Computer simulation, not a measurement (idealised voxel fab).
process module | voxel transistor to metal
cross-section cut | 280 nm wide | cells 5 nm
A cross-section is a grid of square cells, given in bands from the top down. A band is one or more rows of cells.
Each band's line starts with the height of the band's top and of its bottom, in nm. Then come its materials from left to right, each with its width in nm. One material with "throughout" fills the band from edge to edge. "air" is empty space.
Height 0 is the level under which the wafer as received is all one material. The lowest band goes on downwards, as in "0 down".
A width such as "30 to 40" changes by the same amount from each row of cells to the next, from the band's top row to its bottom row.
"no change" after a step means that no cell of the cross-section changed.
closed voids: empty space of 8 cells or more with no open way to the top, each as width x height at its distance from the left edge, in nm
after a step's settings: what the simulator itself notes on the step
overlay nm, on a step with a mask: how far to the right of its planned place the mask lay; to the left if negative
plan
1 op RECEIVE | material Si
2 op OXIDIZE | depth nm 5
3 op CONFORMAL_DEP | material SiN | thk nm 15
4 op DIRECTIONAL_DEP | material aC | thk nm 10
5 op PATTERN | tone cover | mask id ACTIVE | material resist | width nm 100 | pitch nm 125 | thk nm 30 | overlay nm 0
6 op DIRECTIONAL_ETCH | etch materials aC | depth nm 10
7 op STRIP | etch materials resist
8 op DIRECTIONAL_ETCH | etch materials SiN | depth nm 15
9 op DIRECTIONAL_ETCH | etch materials SiO2 | depth nm 5
10 op DIRECTIONAL_ETCH | etch materials Si | depth nm 35
11 op STRIP | etch materials aC
12 op OXIDIZE | depth nm 5
13 op FILL_DEP | material SiO2 | thk nm 5
14 op CMP | height nm 15
15 op SELECTIVE_ETCH | etch materials SiO2 | depth nm 15
16 op STRIP | etch materials SiN
17 op SELECTIVE_ETCH | etch materials SiO2 | depth nm 5
18 op OXIDIZE | depth nm 5
19 op DIRECTIONAL_DEP | material polySi | thk nm 20
20 op DIRECTIONAL_DEP | material SiCN | thk nm 15
21 op DIRECTIONAL_DEP | material aC | thk nm 10
22 op PATTERN | tone cover | mask id GATE | material resist | width nm 20 | pitch nm 125 | thk nm 30 | overlay nm 0
23 op DIRECTIONAL_ETCH | etch materials aC | depth nm 10
24 op STRIP | etch materials resist
25 op DIRECTIONAL_ETCH | etch materials SiCN | depth nm 25
26 op DIRECTIONAL_ETCH | etch materials polySi | depth nm 30
27 op STRIP | etch materials aC
28 op CONFORMAL_DEP | material SiO2 | thk nm 5
29 op DIRECTIONAL_ETCH | etch materials SiO2 | depth nm 5
30 op CONFORMAL_DEP | material SiN | thk nm 10
31 op DIRECTIONAL_ETCH | etch materials SiN | depth nm 10
32 op DIRECTIONAL_ETCH | etch materials SiO2 | depth nm 5
33 op DIRECTIONAL_ETCH | etch materials Si | depth nm 5
34 op EPI | material SiGe | thk nm 10
35 op FILL_DEP | material SiO2 | thk nm 10
36 op CMP | height nm 30
37 op DIRECTIONAL_DEP | material SiO2 | thk nm 15
38 op DIRECTIONAL_DEP | material aC | thk nm 15
39 op PATTERN | tone open | mask id CONTACT | material resist | width nm 25 | thk nm 35 | overlay nm 0
40 op DIRECTIONAL_ETCH | etch materials aC | depth nm 15
41 op STRIP | etch materials resist
42 op DIRECTIONAL_ETCH | etch materials SiO2 | depth nm 50
43 op STRIP | etch materials aC
44 op CONFORMAL_DEP | material TiN | thk nm 5
45 op FILL_DEP | material Ru | thk nm 10
46 op CMP | height nm 45
47 op DIRECTIONAL_DEP | material TiN | thk nm 5
48 op DIRECTIONAL_DEP | material Ru | thk nm 15
49 op DIRECTIONAL_DEP | material aC | thk nm 10
50 op PATTERN | tone cover | mask id METAL_1 | material resist | width nm 15 | thk nm 25 | overlay nm 0
51 op DIRECTIONAL_ETCH | etch materials aC | depth nm 10
52 op STRIP | etch materials resist
53 op DIRECTIONAL_ETCH | etch materials Ru | depth nm 15
54 op DIRECTIONAL_ETCH | etch materials TiN | depth nm 5
55 op STRIP | etch materials aC
56 op CONFORMAL_DEP | material SiCN | thk nm 5
57 op FILL_DEP | material lowk | thk nm 10
58 op CMP | height nm 65
59 op CONFORMAL_DEP | material SiN | thk nm 5
as received, after step 1
  0 down: Si throughout
  closed voids: none
a wafer at the end: this start, this plan, one mistake
  65 to 60: SiN throughout
  60 to 50: lowk 30 | SiCN 5 | Ru 15 | SiCN 5 | lowk 40 | SiCN 5 | Ru 15 | SiCN 5 | lowk 35 | SiCN 5 | Ru 15 | SiCN 5 | lowk 40 | SiCN 5 | Ru 15 | SiCN 5 | lowk 35
  50 to 45: SiCN 35 | TiN 15 | SiCN 50 | TiN 15 | SiCN 45 | TiN 15 | SiCN 50 | TiN 15 | SiCN 40
  45 to 35: SiO2 35 | TiN 5 | Ru 15 | TiN 5 | SiO2 30 | TiN 5 | Ru 15 | TiN 5 | SiO2 45 | TiN 5 | Ru 15 | TiN 5 | SiO2 30 | TiN 5 | Ru 15 | TiN 5 | SiO2 40
  35 to 30: SiO2 35 | TiN 5 | Ru 5 | TiN 15 | SiO2 30 | TiN 15 | Ru 5 | TiN 5 | SiO2 45 | TiN 5 | Ru 5 | TiN 15 | SiO2 30 | TiN 15 | Ru 5 | TiN 5 | SiO2 40
  30 to 15: SiO2 35 | TiN 5 | Ru 5 | TiN 5 | SiN 10 | SiO2 5 | SiCN 20 | SiO2 5 | SiN 10 | TiN 5 | Ru 5 | TiN 5 | SiO2 45 | TiN 5 | Ru 5 | TiN 5 | SiN 10 | SiO2 5 | SiCN 20 | SiO2 5 | SiN 10 | TiN 5 | Ru 5 | TiN 5 | SiO2 40
  15 to 5: SiO2 35 | TiN 5 | Ru 5 | TiN 5 | SiN 10 | SiO2 5 | polySi 20 | SiO2 5 | SiN 10 | TiN 5 | Ru 5 | TiN 5 | SiO2 45 | TiN 5 | Ru 5 | TiN 5 | SiN 10 | SiO2 5 | polySi 20 | SiO2 5 | SiN 10 | TiN 5 | Ru 5 | TiN 5 | SiO2 40
  5 to 0: SiO2 35 | TiN 15 | SiN 10 | SiO2 5 | polySi 20 | SiO2 5 | SiN 10 | TiN 15 | SiO2 45 | TiN 15 | SiN 10 | SiO2 5 | polySi 20 | SiO2 5 | SiN 10 | TiN 15 | SiO2 40
  0 to -5: SiO2 35 | TiN 5 | SiGe 10 | SiN 10 | SiO2 5 | polySi 20 | SiO2 5 | SiN 10 | SiGe 10 | TiN 5 | SiO2 45 | TiN 5 | SiGe 10 | SiN 10 | SiO2 5 | polySi 20 | SiO2 5 | SiN 10 | SiGe 10 | TiN 5 | SiO2 40
  -5 to -10: SiO2 25 | SiGe 25 | SiO2 50 | SiGe 25 | SiO2 25 | SiGe 25 | SiO2 50 | SiGe 25 | SiO2 30
  -10 to -15: SiO2 30 | SiGe 20 | Si 50 | SiGe 20 | SiO2 35 | SiGe 20 | Si 50 | SiGe 20 | SiO2 35
  -15 to -45: SiO2 30 | Si 90 | SiO2 35 | Si 90 | SiO2 35
  -45 down: Si throughout
  closed voids: none
what went wrong: step 58 ran as: op CMP | height nm 60
